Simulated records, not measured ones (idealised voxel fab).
process module | voxel gate over fins
Cross-section cut: width 285 nm, square cells of 5 nm.
Heads up, the way a cross-section reads in here is a grid of square cells, handed over as bands from the top down, with every band being one or more rows of cells. Within each band entry, the heights of the top and of the bottom of the band appear first, in that order and in nm; the materials of the band then follow from left to right, each with its corresponding width in nm. The designation "all across" on a single material indicates that it fills the band from edge to edge; the designation "empty" indicates empty space. Heights are reckoned from 0. Under this level, the received wafer is all of one material. The bottommost band is open-ended downward, for example "0 and below". You'd read "30 to 40" like this: the band's top row of cells is as wide as the first number, its bottom row is as wide as the second, and going down, every row changes width by the same amount as the row before did. You'll sometimes find "remained the same" written for a step, and that's the way of saying that nowhere in the cross-section did a cell change during that step. The entry "Catalogued sealed voids" lists the empty spaces that cover at least 8 cells and have no open path to the top. Each is written as width x height at distance, where the distance is measured from the left edge and all three values are in nm. Formally, on a step line, whatever follows the settings is a remark that the simulator itself makes on the step. overlay nm, on a step with a mask: how far to the right of its planned place the mask lay; to the left if negative.
The following list gives the planned process steps
1) RECEIVE,material Si
2) CONFORMAL_DEP,material SiN,thk nm 10
3) PATTERN,tone cover,mask id FINS,material resist,width nm 15,pitch nm 40,thk nm 15,overlay nm 0
4) DIRECTIONAL_ETCH,etch materials SiN,depth nm 10
5) DIRECTIONAL_ETCH,etch materials Si,depth nm 30
6) STRIP,etch materials resist
7) FILL_DEP,material SiO2,thk nm 5
8) CMP,height nm 10
9) SELECTIVE_ETCH,etch materials SiO2,depth nm 25
10) STRIP,etch materials SiN
11) CONFORMAL_DEP,material HfO2,thk nm 5
12) CONFORMAL_DEP,material TiN,thk nm 5
13) FILL_DEP,material W,thk nm 10
14) CMP,height nm 15
15) CONFORMAL_DEP,material SiCN,thk nm 10
Delivered wafer in cross-section: state after step 1
* 0 and below | Si all across
* Catalogued sealed voids: none
First of two wafers: cross-section at end of module, run per plan
* 25 down to 15 | SiCN all across
* 15 down to 10 | W all across
* 10 down to 5 | 105 nm W / 35 nm TiN / 5 nm W / 35 nm TiN / 105 nm W
* 5 down to 0 | 105 nm W / 5 nm TiN / 25 nm HfO2 / 5 nm TiN / 5 nm W / 5 nm TiN / 25 nm HfO2 / 5 nm TiN / 105 nm W
* 0 down to -5 | 105 nm W / 5 nm TiN / 5 nm HfO2 / 15 nm Si / 5 nm HfO2 / 5 nm TiN / 5 nm W / 5 nm TiN / 5 nm HfO2 / 15 nm Si / 5 nm HfO2 / 5 nm TiN / 105 nm W
* -5 down to -10 | 110 nm TiN / 5 nm HfO2 / 15 nm Si / 5 nm HfO2 / 15 nm TiN / 5 nm HfO2 / 15 nm Si / 5 nm HfO2 / 110 nm TiN
* -10 down to -15 | 115 nm HfO2 / 15 nm Si / 25 nm HfO2 / 15 nm Si / 115 nm HfO2
* -15 down to -30 | 115 nm SiO2 / 15 nm Si / 25 nm SiO2 / 15 nm Si / 115 nm SiO2
* -30 and below | Si all across
* Catalogued sealed voids: none
Same start, same plan as the first wafer - but one mistake in the run. Cross-section of the second of the two at the end of the module
* 25 down to 15 | SiCN all across
* 15 down to 10 | 105 nm W / 5 nm TiN / 25 nm HfO2 / 5 nm TiN / 5 nm W / 5 nm TiN / 25 nm HfO2 / 5 nm TiN / 105 nm W
* 10 down to 0 | 105 nm W / 5 nm TiN / 5 nm HfO2 / 15 nm SiN / 5 nm HfO2 / 5 nm TiN / 5 nm W / 5 nm TiN / 5 nm HfO2 / 15 nm SiN / 5 nm HfO2 / 5 nm TiN / 105 nm W
* 0 down to -20 | 105 nm W / 5 nm TiN / 5 nm HfO2 / 15 nm Si / 5 nm HfO2 / 5 nm TiN / 5 nm W / 5 nm TiN / 5 nm HfO2 / 15 nm Si / 5 nm HfO2 / 5 nm TiN / 105 nm W
* -20 down to -25 | 110 nm TiN / 5 nm HfO2 / 15 nm Si / 5 nm HfO2 / 15 nm TiN / 5 nm HfO2 / 15 nm Si / 5 nm HfO2 / 110 nm TiN
* -25 down to -30 | 115 nm HfO2 / 15 nm Si / 25 nm HfO2 / 15 nm Si / 115 nm HfO2
* -30 and below | Si all across
* Catalogued sealed voids: none
Here's what went sideways: planned and actual differ for step 10; actual: STRIP,etch materials SiO2
The second wafer ends with more or fewer cells of some materials than the first, per final count: HfO2 +20; SiN +12; SiO2 -153; TiN +6; W +115
